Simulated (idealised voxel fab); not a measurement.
This section sets out a process module, namely voxel quadruple lines.
The cross-section on display is named cut; it measures 270 nm wide, and its cells are 5 nm squares.
Think of the cross-section as a grid of square cells. We describe it in bands, top to bottom, and each band covers one or more rows of those cells.
The entry gives the band's vertical extent as a top height and a bottom height in nm, then its horizontal make-up as materials from left to right, each with a width in nm. "empty" stands for empty space; a single material marked "all across" fills the band edge to edge.
Heights from 0 (as-received wafer is one material below). Bottom band endless downward, as "0 down".
The two numbers in a width such as "30..40" mark its ends across the band: the first belongs to the top row of cells, the second to the bottom row, and from each row to the next the width moves by the same amount.
Reading "left unchanged" for a step: not a cell of the cross-section changed in it.
Heads up: "Completely sealed voids" only lists the empty pockets with no open path to the top that are 8 cells or more, and it writes them as width x height at distance, distance from the left edge, in nm.
Anything after a step's settings on that line? It's the simulator's own note about the step.
overlay nm, on a step with a mask: how far to the right of its planned place the mask lay; to the left if negative
[Process steps - plan]
1) op RECEIVE | material Si
2) op CONFORMAL_DEP | material SiO2 | thk nm 10
3) op DIRECTIONAL_DEP | material TiN | thk nm 10
4) op DIRECTIONAL_DEP | material polySi | thk nm 15
5) op DIRECTIONAL_DEP | material aC | thk nm 20
6) op PATTERN | tone cover | mask id MANDREL | material resist | width nm 35 | thk nm 30 | overlay nm -15
7) op DIRECTIONAL_ETCH | etch materials aC | depth nm 20
8) op STRIP | etch materials resist
9) op CONFORMAL_DEP | material SiO2 | thk nm 15
10) op DIRECTIONAL_ETCH | etch materials SiO2 | depth nm 15
11) op STRIP | etch materials aC
12) op DIRECTIONAL_ETCH | etch materials polySi | depth nm 15
13) op STRIP | etch materials SiO2
14) op CONFORMAL_DEP | material SiN | thk nm 10
15) op DIRECTIONAL_ETCH | etch materials SiN | depth nm 10
16) op STRIP | etch materials polySi
17) op DIRECTIONAL_ETCH | etch materials TiN | depth nm 10
18) op STRIP | etch materials SiN
19) op FILL_DEP | material SiO2 | thk nm 5
20) op CMP | height nm 20
varied across the wafers: overlay nm of step 6. The plan shows the first wafer's value. All wafers start alike
[This is how the first of several wafers looked in cross-section when it arrived, which is after step 1]
0 down  Si all across
Completely sealed voids: none
[First of several wafers: cross-section at the end of the module, after step 20, its last step]
20 to 10  SiO2=75; TiN=10; SiO2=15; TiN=10; SiO2=15; TiN=10; SiO2=15; TiN=10; SiO2=110
10 to 0  SiO2 all across
0 down  Si all across
Completely sealed voids: none
[Wafer cross-section (last wafer, module end)]
20 to 10  SiO2=105; TiN=10; SiO2=15; TiN=10; SiO2=15; TiN=10; SiO2=15; TiN=10; SiO2=80
10 to 0  SiO2 all across
0 down  Si all across
Completely sealed voids: none
[Table: wafers, a row each; end-of-module cell change per material since receipt, gain (+), loss (-); then closed voids]
overlay nm -15; +200 SiO2; +16 TiN; Completely sealed voids: none
overlay nm -10; +200 SiO2; +16 TiN; Completely sealed voids: none
overlay nm -5; +200 SiO2; +16 TiN; Completely sealed voids: none
overlay nm 0; +200 SiO2; +16 TiN; Completely sealed voids: none
overlay nm 5; +200 SiO2; +16 TiN; Completely sealed voids: none
overlay nm 10; +200 SiO2; +16 TiN; Completely sealed voids: none
overlay nm 15; +200 SiO2; +16 TiN; Completely sealed voids: none
